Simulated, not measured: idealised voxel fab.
Name of the process module below: voxel released beams
Square cell edge 5 nm, section width 190 nm, ID cut.
A cross-section is written here as square cells arranged in a grid, and it is given in bands from the top down, each band taking up one or more rows of cells. A band entry consists of two parts. The first gives the height of the band's top and the height of its bottom, in nm. The rest lists the band's materials from left to right, each with its width in nm. A single material labelled with the word "all across" fills the band from edge to edge, and the word "air" marks empty space. Beneath 0, the wafer as received is one material, and that level is where height counting begins. The lowest band goes on downward without a bottom; it is written like "z 0 and below". The notation "30..40" denotes a width that varies across the rows of cells in the band, beginning at the first number in the top row, finishing at the second number in the bottom row, and changing by an identical amount from each row to the next. The designation "all unchanged", where it is given for a processing step, indicates that no cell of the cross-section was altered in the course of that step. In "Sealed void list" the enclosed voids are listed, meaning empty spaces of 8 cells or larger without any opening to the top. The form is width x height at distance, distance from the left edge, units nm. It should be noted that, on the line of a given step, the content following the step's settings is a remark produced by the simulator itself with respect to that step. overlay nm, on a step with a mask: how far to the right of its planned place the mask lay; to the left if negative.

Steps in the process plan
| 1 | op RECEIVE | material Si |
| 2 | op CONFORMAL_DEP | material SiN | thk nm 5 |
| 3 | op DIRECTIONAL_DEP | material SiO2 | thk nm 20 |
| 4 | op PATTERN | tone open | mask id ANCHOR | material resist | width nm 45 | thk nm 15 | overlay nm 0 |
| 5 | op DIRECTIONAL_ETCH | etch materials SiO2 | depth nm 20 |
| 6 | op STRIP | etch materials resist |
| 7 | op CONFORMAL_DEP | material TiN | thk nm 15 |
| 8 | op PATTERN | tone cover | mask id BEAM | material resist | width nm 130 | thk nm 15 | overlay nm 0 |
| 9 | op DIRECTIONAL_ETCH | etch materials TiN | depth nm 15 |
| 10 | op STRIP | etch materials resist |
| 11 | op STRIP | etch materials SiO2 |

as received, after step 1
    z 0 and below: Si all across
    Sealed void list: none

Starting structure and process plan are as shown above, but one mistake was made in running the module; the wafer cross-section at the end of the module follows
    z 40 to 25: 25 nm air / 10 nm TiN / 15 nm air / 105 nm TiN / 35 nm air
    z 25 to 20: 20 nm air / 15 nm TiN / 15 nm air / 15 nm TiN / 125 nm air
    z 20 to 5: 20 nm air / 45 nm TiN / 125 nm air
    z 5 to 0: SiN all across
    z 0 and below: Si all across
    Sealed void list: none
It is concluded that the wafer was processed incorrectly with respect to the plan, in that step 4 off recipe, ran as op PATTERN | tone open | mask id ANCHOR | material resist | width nm 45 | thk nm 15 | overlay nm -10
